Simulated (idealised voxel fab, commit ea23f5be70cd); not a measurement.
Process module, titled voxel spacer lines
We display cut, a cross-section 220 nm in width whose square cells are each 5 nm.
Cross-section layout: square cells on a grid; listed as bands, top to bottom; a band spans one or more cell rows.
The entry gives the band's vertical extent as a top height and a bottom height in nm, then its horizontal make-up as materials from left to right, each with a width in nm. "blank" stands for empty space; a single material marked "all across" fills the band edge to edge.
Height reference: 0 = level under which incoming wafer is all one material. Lowest band: no bottom, runs on downward, e.g. "from 0 down".
A two-number width, for instance "30 to 40", indicates that the width is equal to the first number in the top row of the band and to the second number in the bottom row, and that it changes by a constant amount per row of cells.
When a step is marked "left unchanged", none of the cells in the cross-section changed during that step.
Enclosed void catalog: empty space of 8 cells or more with no open way to the top, each as width x height at its distance from the left edge, in nm
Read whatever lies past the settings on a step's line as the simulator's own remark about the step.
A step line may carry the setting "overlay nm", which, for steps involving a mask, states the distance by which the mask lay to the right of its intended position; negative values denote displacement to the left.
THE STEPS PLANNED FOR THE PROCESS ARE AS FOLLOWS
- 1: RECEIVE [material Si]
- 2: CONFORMAL_DEP [material Al2O3] [thk nm 5]
- 3: DIRECTIONAL_DEP [material TiN] [thk nm 15]
- 4: DIRECTIONAL_DEP [material aC] [thk nm 25]
- 5: PATTERN [tone cover] [mask id MANDREL] [material resist] [width nm 20] [pitch nm 70] [thk nm 35] [overlay nm 0]
- 6: DIRECTIONAL_ETCH [etch materials aC] [depth nm 25]
- 7: STRIP [etch materials resist]
- 8: CONFORMAL_DEP [material SiO2] [thk nm 15]
- 9: DIRECTIONAL_ETCH [etch materials SiO2] [depth nm 15]
- 10: STRIP [etch materials aC]
- 11: DIRECTIONAL_ETCH [etch materials TiN] [depth nm 15]
- 12: STRIP [etch materials SiO2]
- 13: FILL_DEP [material lowk] [thk nm 10]
- 14: CMP [height nm 20]
WAFER CROSS-SECTION ON RECEIPT, I.E. AFTER STEP 1
from 0 down = Si all across
Enclosed void catalog: none
FIRST WAFER AT THE END, AS PLANNED
from 20 to 5 = 15 lowk  15 TiN  20 lowk  15 TiN  20 lowk  15 TiN  20 lowk  15 TiN  20 lowk  15 TiN  20 lowk  15 TiN  15 lowk
from 5 to 0 = Al2O3 all across
from 0 down = Si all across
Enclosed void catalog: none
THIS IS THE SECOND OF THE TWO WAFERS, CROSS-SECTIONED AT THE END OF THE MODULE; IT STARTED EXACTLY LIKE THE FIRST AND WAS GIVEN THE SAME PLAN, BUT IT WAS RUN WITH ONE MISTAKE
from 20 to 5 = 25 lowk  15 TiN  20 lowk  15 TiN  20 lowk  15 TiN  20 lowk  15 TiN  20 lowk  15 TiN  20 lowk  15 TiN  5 lowk
from 5 to 0 = Al2O3 all across
from 0 down = Si all across
Enclosed void catalog: none
Heads up, the wafer didn't run the way we planned it: step 5: run off-plan, actual operation and settings PATTERN [tone cover] [mask id MANDREL] [material resist] [width nm 20] [pitch nm 70] [thk nm 35] [overlay nm 10]
Upon completion, the cell count for each material on the second wafer equals that on the first, whereas the spatial distribution of those cells differs.
